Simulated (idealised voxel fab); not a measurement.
The document below concerns the process module designated voxel transistor to metal.
Shown is cross-section cut, with a width of 290 nm and square cells of size 5 nm.
A cross-section in this document is a grid of square cells, and it is written down as bands, the top band listed before the ones below it; a band is made up of one or more rows of cells. This entry defines a band. It first specifies the height of the band's top and the height of its bottom in nm, and then specifies the band's materials from left to right, stating each material with its width in nm. The word "full width" identifies a single material that fills the band from edge to edge, while the word "air" identifies empty space. Zero point of the height axis is 0; under it, received wafer = one material. Lowest band: continues down indefinitely, "0 -> down". The two numbers in a width such as "30 to 40" mark its ends across the band: the first belongs to the top row of cells, the second to the bottom row, and from each row to the next the width moves by the same amount. "no alteration" means the step left every cell of the cross-section as it was. Any empty space of 8 cells or more lacking an open way to the top shows up in "closed voids" as width x height at distance, distance from the left edge, in nm. It should be noted that, on the line of a given step, the content following the step's settings is a remark produced by the simulator itself with respect to that step. overlay nm: how far to the right of its planned place the mask lay on this masked step (negative: to the left).

**Listed below are the process steps as planned**
step 1: RECEIVE (material Si)
step 2: OXIDIZE (depth nm 5)
step 3: CONFORMAL_DEP (material SiN; thk nm 10)
step 4: PATTERN (tone cover; mask id ACTIVE; material resist; width nm 100; pitch nm 125; thk nm 20; overlay nm 0)
step 5: DIRECTIONAL_ETCH (etch materials SiN; depth nm 10)
step 6: DIRECTIONAL_ETCH (etch materials SiO2; depth nm 5)
step 7: DIRECTIONAL_ETCH (etch materials Si; depth nm 20)
step 8: STRIP (etch materials resist)
step 9: FILL_DEP (material SiO2; thk nm 15)
step 10: CMP (height nm 10)
step 11: SELECTIVE_ETCH (etch materials SiO2; depth nm 10)
step 12: STRIP (etch materials SiN)
step 13: SELECTIVE_ETCH (etch materials SiO2; depth nm 5)
step 14: OXIDIZE (depth nm 5)
step 15: DIRECTIONAL_DEP (material polySi; thk nm 25)
step 16: DIRECTIONAL_DEP (material SiCN; thk nm 10)
step 17: DIRECTIONAL_DEP (material aC; thk nm 15)
step 18: PATTERN (tone cover; mask id GATE; material resist; width nm 20; pitch nm 125; thk nm 35; overlay nm 0)
step 19: DIRECTIONAL_ETCH (etch materials aC; depth nm 15)
step 20: STRIP (etch materials resist)
step 21: DIRECTIONAL_ETCH (etch materials SiCN; depth nm 20)
step 22: DIRECTIONAL_ETCH (etch materials polySi; depth nm 35)
step 23: STRIP (etch materials aC)
step 24: CONFORMAL_DEP (material SiN; thk nm 10)
step 25: DIRECTIONAL_ETCH (etch materials SiN; depth nm 10)
step 26: DIRECTIONAL_ETCH (etch materials SiO2; depth nm 5)
step 27: EPI (material SiGe; thk nm 5)
step 28: FILL_DEP (material SiO2; thk nm 5)
step 29: CMP (height nm 30)
step 30: DIRECTIONAL_DEP (material SiO2; thk nm 15)
step 31: PATTERN (tone open; mask id CONTACT; material resist; width nm 25; thk nm 15; overlay nm 0)
step 32: DIRECTIONAL_ETCH (etch materials SiO2; depth nm 50)
step 33: STRIP (etch materials resist)
step 34: CONFORMAL_DEP (material TiN; thk nm 5)
step 35: FILL_DEP (material W; thk nm 10)
step 36: CMP (height nm 45)
step 37: DIRECTIONAL_DEP (material TiN; thk nm 5)
step 38: DIRECTIONAL_DEP (material W; thk nm 20)
step 39: DIRECTIONAL_DEP (material aC; thk nm 15)
step 40: PATTERN (tone cover; mask id METAL_1; material resist; width nm 15; thk nm 30; overlay nm 0)
step 41: DIRECTIONAL_ETCH (etch materials aC; depth nm 15)
step 42: STRIP (etch materials resist)
step 43: DIRECTIONAL_ETCH (etch materials W; depth nm 20)
step 44: DIRECTIONAL_ETCH (etch materials TiN; depth nm 5)
step 45: STRIP (etch materials aC)
step 46: CONFORMAL_DEP (material SiN; thk nm 5)
step 47: FILL_DEP (material SiO2; thk nm 5)
step 48: CMP (height nm 70)
step 49: CONFORMAL_DEP (material SiN; thk nm 5)

**So this is the incoming wafer in cross-section - it's already been through step 1**
- 0 -> down: Si full width
- closed voids: none

**Looking at the first of two wafers in cross-section at end of module - ran to plan**
- 75 -> 70: SiN full width
- 70 -> 50: 35 nm SiO2  5 nm SiN  15 nm W  5 nm SiN  40 nm SiO2  5 nm SiN  15 nm W  5 nm SiN  35 nm SiO2  5 nm SiN  15 nm W  5 nm SiN  40 nm SiO2  5 nm SiN  15 nm W  5 nm SiN  40 nm SiO2
- 50 -> 45: 40 nm SiN  15 nm TiN  50 nm SiN  15 nm TiN  45 nm SiN  15 nm TiN  50 nm SiN  15 nm TiN  45 nm SiN
- 45 -> 35: 40 nm SiO2  5 nm TiN  15 nm W  5 nm TiN  30 nm SiO2  5 nm TiN  15 nm W  5 nm TiN  45 nm SiO2  5 nm TiN  15 nm W  5 nm TiN  30 nm SiO2  5 nm TiN  15 nm W  5 nm TiN  45 nm SiO2
- 35 -> 30: 40 nm SiO2  5 nm TiN  10 nm W  10 nm TiN  30 nm SiO2  10 nm TiN  10 nm W  5 nm TiN  45 nm SiO2  5 nm TiN  10 nm W  10 nm TiN  30 nm SiO2  10 nm TiN  10 nm W  5 nm TiN  45 nm SiO2
- 30 -> 20: 40 nm SiO2  5 nm TiN  10 nm W  5 nm TiN  10 nm SiN  20 nm SiCN  10 nm SiN  5 nm TiN  10 nm W  5 nm TiN  45 nm SiO2  5 nm TiN  10 nm W  5 nm TiN  10 nm SiN  20 nm SiCN  10 nm SiN  5 nm TiN  10 nm W  5 nm TiN  45 nm SiO2
- 20 -> 0: 40 nm SiO2  5 nm TiN  10 nm W  5 nm TiN  10 nm SiN  20 nm polySi  10 nm SiN  5 nm TiN  10 nm W  5 nm TiN  45 nm SiO2  5 nm TiN  10 nm W  5 nm TiN  10 nm SiN  20 nm polySi  10 nm SiN  5 nm TiN  10 nm W  5 nm TiN  45 nm SiO2
- 0 -> -5: 40 nm SiO2  20 nm TiN  10 nm SiN  20 nm polySi  10 nm SiN  20 nm TiN  45 nm SiO2  20 nm TiN  10 nm SiN  20 nm polySi  10 nm SiN  20 nm TiN  45 nm SiO2
- -5 -> -10: 25 nm SiO2  35 nm SiGe  40 nm SiO2  35 nm SiGe  15 nm SiO2  35 nm SiGe  40 nm SiO2  35 nm SiGe  30 nm SiO2
- -10 -> -25: 30 nm SiO2  100 nm Si  25 nm SiO2  100 nm Si  35 nm SiO2
- -25 -> down: Si full width
- closed voids: none

**Wafer two (of two), end-of-module cross-section: start = wafer one, plan = wafer one, one run mistake**
- 75 -> 70: SiN full width
- 70 -> 50: 35 nm SiO2  5 nm SiN  15 nm W  5 nm SiN  40 nm SiO2  5 nm SiN  15 nm W  5 nm SiN  35 nm SiO2  5 nm SiN  15 nm W  5 nm SiN  40 nm SiO2  5 nm SiN  15 nm W  5 nm SiN  40 nm SiO2
- 50 -> 45: 40 nm SiN  15 nm TiN  50 nm SiN  15 nm TiN  45 nm SiN  15 nm TiN  50 nm SiN  15 nm TiN  45 nm SiN
- 45 -> 35: 40 nm SiO2  5 nm TiN  15 nm W  5 nm TiN  30 nm SiO2  5 nm TiN  15 nm W  5 nm TiN  45 nm SiO2  5 nm TiN  15 nm W  5 nm TiN  30 nm SiO2  5 nm TiN  15 nm W  5 nm TiN  45 nm SiO2
- 35 -> 30: 40 nm SiO2  5 nm TiN  10 nm W  10 nm TiN  30 nm SiO2  10 nm TiN  10 nm W  5 nm TiN  45 nm SiO2  5 nm TiN  10 nm W  10 nm TiN  30 nm SiO2  10 nm TiN  10 nm W  5 nm TiN  45 nm SiO2
- 30 -> 20: 40 nm SiO2  5 nm TiN  10 nm W  5 nm TiN  10 nm SiN  20 nm SiCN  10 nm SiN  5 nm TiN  10 nm W  5 nm TiN  45 nm SiO2  5 nm TiN  10 nm W  5 nm TiN  10 nm SiN  20 nm SiCN  10 nm SiN  5 nm TiN  10 nm W  5 nm TiN  45 nm SiO2
- 20 -> 0: 40 nm SiO2  5 nm TiN  10 nm W  5 nm TiN  10 nm SiN  20 nm polySi  10 nm SiN  5 nm TiN  10 nm W  5 nm TiN  45 nm SiO2  5 nm TiN  10 nm W  5 nm TiN  10 nm SiN  20 nm polySi  10 nm SiN  5 nm TiN  10 nm W  5 nm TiN  45 nm SiO2
- 0 -> -5: 40 nm SiO2  20 nm TiN  10 nm SiN  20 nm polySi  10 nm SiN  20 nm TiN  45 nm SiO2  20 nm TiN  10 nm SiN  20 nm polySi  10 nm SiN  20 nm TiN  45 nm SiO2
- -5 -> -10: 25 nm SiO2  35 nm SiGe  40 nm SiO2  35 nm SiGe  15 nm SiO2  35 nm SiGe  40 nm SiO2  35 nm SiGe  30 nm SiO2
- -10 -> -30: 30 nm SiO2  100 nm Si  25 nm SiO2  100 nm Si  35 nm SiO2
- -30 -> down: Si full width
- closed voids: none
Deviation from plan: step 7 did not happen as planned, as run it was DIRECTIONAL_ETCH (etch materials Si; depth nm 25)
Counted in cells at the end, the second wafer holds more or fewer of these materials than the first: Si -18, SiO2 +18
